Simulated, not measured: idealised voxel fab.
Title: Process Module voxel lift off
Square cells of 5 nm make up the cross-section cut, whose width is 200 nm.
Bands, listed from the top down, are how a cross-section gets written in this document; the cross-section itself is a grid of square cells, and a band is one or more rows of them. Basically the band line says how high the top is and how high the bottom is, in nm, and then what's in it from left to right, every material with its width in nm. Empty space shows up as "air", and if a single material carries "all across" it runs the full band edge to edge. Ref level 0: as-received wafer is one material below here. Bottom band extends down with no lower bound ("0 down"). So if you see something like "30->40" for the width, read it as the top row of the band sitting at the first number and the bottom row at the second, with every row in between moving by the same amount as the last. "changes: none", as given for a step, is the statement that not any cell of the cross-section underwent a change during that step. For the entry "Closed void register", the listed items are empty spaces with no open way to the top whose size is 8 cells or more; each item follows the pattern width x height at distance, where distance is from the left edge and all three are in nm. Text after the settings on a step's line: the simulator's own remark on that step. overlay nm, on a step with a mask: how far to the right of its planned place the mask lay; to the left if negative.
Plan
1) RECEIVE,material Si
2) CONFORMAL_DEP,material Al2O3,thk nm 5
3) PATTERN,tone open,mask id LINES,material resist,width nm 20,pitch nm 45,thk nm 15,overlay nm 0
4) DIRECTIONAL_DEP,material Ru,thk nm 5
5) STRIP,etch materials resist
6) CONFORMAL_DEP,material SiO2,thk nm 5
This is the cross-section of the wafer as we received it, i.e. after step 1
0 down  Si all across
Closed void register: none
The first of two wafers, cross-sectioned at the end of the module, with the run proceeding as planned
15 to 10  air 40, SiO2 30, air 15, SiO2 30, air 15, SiO2 30, air 40
10 to 5  SiO2 45, Ru 20, SiO2 25, Ru 20, SiO2 25, Ru 20, SiO2 45
5 to 0  Al2O3 all across
0 down  Si all across
Closed void register: none
Module end: cross-section of wafer two of two. Same start and process plan as the first wafer. One mistake during execution
15 to 10  air 30, SiO2 30, air 15, SiO2 30, air 15, SiO2 30, air 50
10 to 5  SiO2 35, Ru 20, SiO2 25, Ru 20, SiO2 25, Ru 20, SiO2 55
5 to 0  Al2O3 all across
0 down  Si all across
Closed void register: none
Deviation noted in wafer processing: step 3 was processed under conditions differing from the plan, specifically as PATTERN,tone open,mask id LINES,material resist,width nm 20,pitch nm 45,thk nm 15,overlay nm -10
Matching per-material cell counts, mismatched positions: that is how the second wafer compares with the first at the end.
